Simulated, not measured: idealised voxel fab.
Herein follows the process module entitled voxel trench capacitor.
Displayed cross-section: cut, width of 285 nm, square cells sized 5 nm.
Cross-section spec: square-cell grid; bands listed top down; each band is one or more rows.
The entry gives the band's vertical extent as a top height and a bottom height in nm, then its horizontal make-up as materials from left to right, each with a width in nm. "empty" stands for empty space; a single material marked "all across" fills the band edge to edge.
It should be noted that heights are counted from 0, beneath which the wafer as supplied is of one material throughout, and that the lowest band possesses no lower boundary but continues downward, as written in "from 0 down".
Width "30 to 40": first value at the band's top row of cells, second value at its bottom row, equal change from row to row.
For the purposes of this document, the phrase "stayed the same" attached to a step denotes that no cell within the cross-section was modified by that step.
Voids not open to the top, 8 cells minimum: see "Cavities, sealed". Written width x height at distance; distance is from the left edge; nm.
after a step's settings: what the simulator itself notes on the step
A step line may carry the setting "overlay nm", which, for steps involving a mask, states the distance by which the mask lay to the right of its intended position; negative values denote displacement to the left.

These are the steps we planned for the process:
- 1: RECEIVE: material Si
- 2: CONFORMAL_DEP: material SiN, thk nm 10
- 3: PATTERN: tone open, mask id TRENCH, material resist, width nm 20, pitch nm 50, thk nm 15, overlay nm 0
- 4: DIRECTIONAL_ETCH: etch materials SiN, depth nm 10
- 5: DIRECTIONAL_ETCH: etch materials Si, depth nm 35
- 6: STRIP: etch materials resist
- 7: CONFORMAL_DEP: material SiO2, thk nm 5
- 8: FILL_DEP: material polySi, thk nm 5
- 9: CMP: height nm 10

The cross-section here shows the wafer as received, i.e. in its state after step 1:
    from 0 down | Si all across
    Cavities, sealed: none

This is how the wafer looks in cross-section once the module is done, given the starting state and plan above and one mistake in carrying the plan out:
    from 10 to 0 | 100 polySi / 5 SiO2 / 20 SiN / 5 SiO2 / 20 polySi / 5 SiO2 / 20 SiN / 5 SiO2 / 105 polySi
    from 0 to -30 | 100 polySi / 5 SiO2 / 20 Si / 5 SiO2 / 20 polySi / 5 SiO2 / 20 Si / 5 SiO2 / 105 polySi
    from -30 to -35 | 105 SiO2 / 20 Si / 30 SiO2 / 20 Si / 110 SiO2
    from -35 down | Si all across
    Cavities, sealed: none
Here's what went sideways: step 3 did not use the planned setting and instead ran as PATTERN: tone cover, mask id TRENCH, material resist, width nm 20, pitch nm 50, thk nm 15, overlay nm 0
